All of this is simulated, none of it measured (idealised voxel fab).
Process module, titled voxel self aligned vias
Section shown: cut. Width: 225 nm. Cell size: 5 nm, square.
When this document writes out a cross-section, it uses a grid of square cells and lists it as bands, beginning at the top and moving down, with a band standing for one or more rows of cells. This entry defines a band. It first specifies the height of the band's top and the height of its bottom in nm, and then specifies the band's materials from left to right, stating each material with its width in nm. The word "all across" identifies a single material that fills the band from edge to edge, while the word "air" identifies empty space. The level at which height equals 0 is the one under which the wafer, as it arrives, is entirely one material. No lower edge exists for the bottom band, which continues downward and is notated as in "z 0 and below". The two numbers in a width such as "30 to 40" mark its ends across the band: the first belongs to the top row of cells, the second to the bottom row, and from each row to the next the width moves by the same amount. "stayed the same" -> step changed no cross-section cell. Any empty space of 8 cells or more lacking an open way to the top shows up in "closed voids" as width x height at distance, distance from the left edge, in nm. The remark found on a step's line after its settings is issued by the simulator itself and pertains to that step. Steps that use a mask can have "overlay nm" on their line. It says how far the mask sat to the right of where it was meant to be. Negative means to the left.
plan:
| 1 | RECEIVE [material Si] |
| 2 | CONFORMAL_DEP [material SiO2] [thk nm 15] |
| 3 | CONFORMAL_DEP [material SiCN] [thk nm 5] |
| 4 | DIRECTIONAL_DEP [material lowk] [thk nm 30] |
| 5 | PATTERN [tone open] [mask id LINES] [material resist] [width nm 25] [pitch nm 65] [thk nm 20] [overlay nm 0] |
| 6 | DIRECTIONAL_ETCH [etch materials lowk] [depth nm 30] |
| 7 | STRIP [etch materials resist] |
| 8 | CONFORMAL_DEP [material TiN] [thk nm 5] |
| 9 | FILL_DEP [material Ru] [thk nm 10] |
| 10 | CMP [height nm 50] |
| 11 | SELECTIVE_ETCH [etch materials W Ru TiN] [depth nm 10] |
| 12 | FILL_DEP [material SiN] [thk nm 10] |
| 13 | CMP [height nm 50] |
| 14 | DIRECTIONAL_DEP [material lowk] [thk nm 15] |
| 15 | MASKED_ETCH [tone open] [mask id VIAS] [width nm 35] [pitch nm 65] [etch materials lowk] [depth nm 15] [overlay nm 0] |
| 16 | MASKED_ETCH [tone open] [mask id VIAS] [width nm 35] [pitch nm 65] [etch materials SiN] [depth nm 10] [overlay nm -15] |
| 17 | CONFORMAL_DEP [material TiN] [thk nm 5] |
| 18 | FILL_DEP [material Ru] [thk nm 10] |
| 19 | CMP [height nm 65] |
| 20 | CONFORMAL_DEP [material SiCN] [thk nm 5] |
The wafers are alike at the start. At step 16, their overlay nm differs. The plan lists the first wafer's value.
Incoming state of the first of several wafers in cross-section: after step 1:
	z 0 and below  Si all across
	closed voids: none
Where each wafer stands at the end of the module, a row apiece: cells of each material gained (+) or lost (-) since it was received, then closed voids:
overlay nm -15 | +42 Ru | +90 SiCN | +8 SiN | +135 SiO2 | +52 TiN | +303 lowk | closed voids: none
overlay nm -10 | +46 Ru | +90 SiCN | +4 SiN | +135 SiO2 | +52 TiN | +303 lowk | closed voids: none
overlay nm -5 | +50 Ru | +90 SiCN | +135 SiO2 | +52 TiN | +303 lowk | closed voids: none
overlay nm 0 | +50 Ru | +90 SiCN | +135 SiO2 | +52 TiN | +303 lowk | closed voids: none
overlay nm 5 | +50 Ru | +90 SiCN | +135 SiO2 | +52 TiN | +303 lowk | closed voids: none
overlay nm 10 | +46 Ru | +90 SiCN | +4 SiN | +135 SiO2 | +52 TiN | +303 lowk | closed voids: none
overlay nm 15 | +42 Ru | +90 SiCN | +8 SiN | +135 SiO2 | +52 TiN | +303 lowk | closed voids: none
